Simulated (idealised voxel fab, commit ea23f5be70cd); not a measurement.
process module | voxel capacitor over wiring
cross-section cut | 195 nm wide | cells 5 nm
A cross-section is a grid of square cells, given in bands from the top down. A band is one or more rows of cells.
Each band's line starts with the height of the band's top and of its bottom, in nm. Then come its materials from left to right, each with its width in nm. One material with "throughout" fills the band from edge to edge. "air" is empty space.
Height 0 is the level under which the wafer as received is all one material. The lowest band goes on downwards, as in "0 down".
A width such as "30 to 40" changes by the same amount from each row of cells to the next, from the band's top row to its bottom row.
"no change" after a step means that no cell of the cross-section changed.
closed voids: empty space of 8 cells or more with no open way to the top, each as width x height at its distance from the left edge, in nm
after a step's settings: what the simulator itself notes on the step
overlay nm, on a step with a mask: how far to the right of its planned place the mask lay; to the left if negative
plan
1 op RECEIVE | material Si
2 op CONFORMAL_DEP | material SiO2 | thk nm 10
3 op CONFORMAL_DEP | material SiN | thk nm 5
4 op DIRECTIONAL_DEP | material lowk | thk nm 15
5 op PATTERN | tone open | mask id METAL_1 | material resist | width nm 25 | pitch nm 95 | thk nm 20 | overlay nm 0
6 op DIRECTIONAL_ETCH | etch materials lowk | depth nm 15
7 op DIRECTIONAL_ETCH | etch materials SiN | depth nm 5
8 op STRIP | etch materials resist
9 op CONFORMAL_DEP | material TiN | thk nm 5
10 op FILL_DEP | material Cu | thk nm 5
11 op CMP | height nm 30
12 op CONFORMAL_DEP | material SiCN | thk nm 5
13 op DIRECTIONAL_DEP | material SiO2 | thk nm 15
14 op MASKED_ETCH | tone open | mask id PLUG_1 | width nm 15 | etch materials SiO2 | depth nm 15 | overlay nm 0
15 op MASKED_ETCH | tone open | mask id PLUG_1 | width nm 15 | etch materials SiCN | depth nm 5 | overlay nm 0
16 op CONFORMAL_DEP | material TiN | thk nm 5
17 op FILL_DEP | material Cu | thk nm 5
18 op CMP | height nm 50
19 op DIRECTIONAL_DEP | material TiN | thk nm 10
20 op DIRECTIONAL_DEP | material HfO2 | thk nm 5
21 op DIRECTIONAL_DEP | material TiN | thk nm 5
22 op DIRECTIONAL_DEP | material aC | thk nm 15
23 op PATTERN | tone cover | mask id UPPER_PLATE | material resist | width nm 75 | thk nm 30 | overlay nm -15
24 op DIRECTIONAL_ETCH | etch materials aC | depth nm 15
25 op STRIP | etch materials resist
26 op DIRECTIONAL_ETCH | etch materials TiN | depth nm 5
27 op DIRECTIONAL_ETCH | etch materials HfO2 | depth nm 5
28 op STRIP | etch materials aC
29 op PATTERN | tone cover | mask id LOWER_PLATE | material resist | width nm 85 | thk nm 15 | overlay nm 0
30 op DIRECTIONAL_ETCH | etch materials TiN | depth nm 10
31 op STRIP | etch materials resist
32 op FILL_DEP | material SiO2 | thk nm 15
33 op CMP | height nm 80
34 op PATTERN | tone open | mask id PLUG_2 | material resist | width nm 15 | thk nm 20 | overlay nm 0
35 op DIRECTIONAL_ETCH | etch materials SiO2 | depth nm 10
36 op STRIP | etch materials resist
37 op CONFORMAL_DEP | material TiN | thk nm 5
38 op FILL_DEP | material W | thk nm 5
39 op CMP | height nm 80
40 op CONFORMAL_DEP | material SiCN | thk nm 5
varied across the wafers: overlay nm of step 23. The plan shows the first wafer's value. All wafers start alike
first wafer as received, after step 1
  0 down: Si throughout
  closed voids: none
first wafer at the end, after step 40
  85 to 80: SiCN throughout
  80 to 75: SiO2 55 | TiN 5 | W 5 | TiN 5 | SiO2 125
  75 to 65: SiO2 55 to 40 | TiN 15 to 65 | SiO2 125 to 90
  65 to 60: SiO2 30 | HfO2 75 | SiO2 90
  60 to 50: SiO2 30 | TiN 95 | SiO2 70
  50 to 35: SiO2 45 | TiN 5 | Cu 5 | TiN 5 | SiO2 135
  35 to 30: SiCN 45 | TiN 15 | SiCN 135
  30 to 15: lowk 35 | TiN 5 | Cu 15 | TiN 5 | lowk 70 | TiN 5 | Cu 15 | TiN 5 | lowk 40
  15 to 10: SiN 35 | TiN 25 | SiN 70 | TiN 25 | SiN 40
  10 to 0: SiO2 throughout
  0 down: Si throughout
  closed voids: none
last wafer at the end
  85 to 80: SiCN throughout
  80 to 75: SiO2 55 | TiN 5 | W 5 | TiN 5 | SiO2 125
  75 to 65: SiO2 55 to 60 | TiN 15 to 65 | SiO2 125 to 70
  65 to 60: SiO2 60 | HfO2 75 | SiO2 60
  60 to 50: SiO2 40 | TiN 95 | SiO2 60
  50 to 35: SiO2 45 | TiN 5 | Cu 5 | TiN 5 | SiO2 135
  35 to 30: SiCN 45 | TiN 15 | SiCN 135
  30 to 15: lowk 35 | TiN 5 | Cu 15 | TiN 5 | lowk 70 | TiN 5 | Cu 15 | TiN 5 | lowk 40
  15 to 10: SiN 35 | TiN 25 | SiN 70 | TiN 25 | SiN 40
  10 to 0: SiO2 throughout
  0 down: Si throughout
  closed voids: none
each wafer at the end: cells of each material gained (+) or lost (-) since it was received, then its closed voids
overlay nm -15 | +21 Cu | +15 HfO2 | +75 SiCN | +29 SiN | +348 SiO2 | +87 TiN | +1 W | +87 lowk | closed voids: none
overlay nm -10 | +21 Cu | +15 HfO2 | +75 SiCN | +29 SiN | +349 SiO2 | +86 TiN | +1 W | +87 lowk | closed voids: none
overlay nm -5 | +21 Cu | +15 HfO2 | +75 SiCN | +29 SiN | +350 SiO2 | +85 TiN | +1 W | +87 lowk | closed voids: none
overlay nm 0 | +21 Cu | +15 HfO2 | +75 SiCN | +29 SiN | +350 SiO2 | +85 TiN | +1 W | +87 lowk | closed voids: none
overlay nm 5 | +21 Cu | +15 HfO2 | +75 SiCN | +29 SiN | +350 SiO2 | +85 TiN | +1 W | +87 lowk | closed voids: none
overlay nm 10 | +21 Cu | +15 HfO2 | +75 SiCN | +29 SiN | +349 SiO2 | +86 TiN | +1 W | +87 lowk | closed voids: none
overlay nm 15 | +21 Cu | +15 HfO2 | +75 SiCN | +29 SiN | +348 SiO2 | +87 TiN | +1 W | +87 lowk | closed voids: none
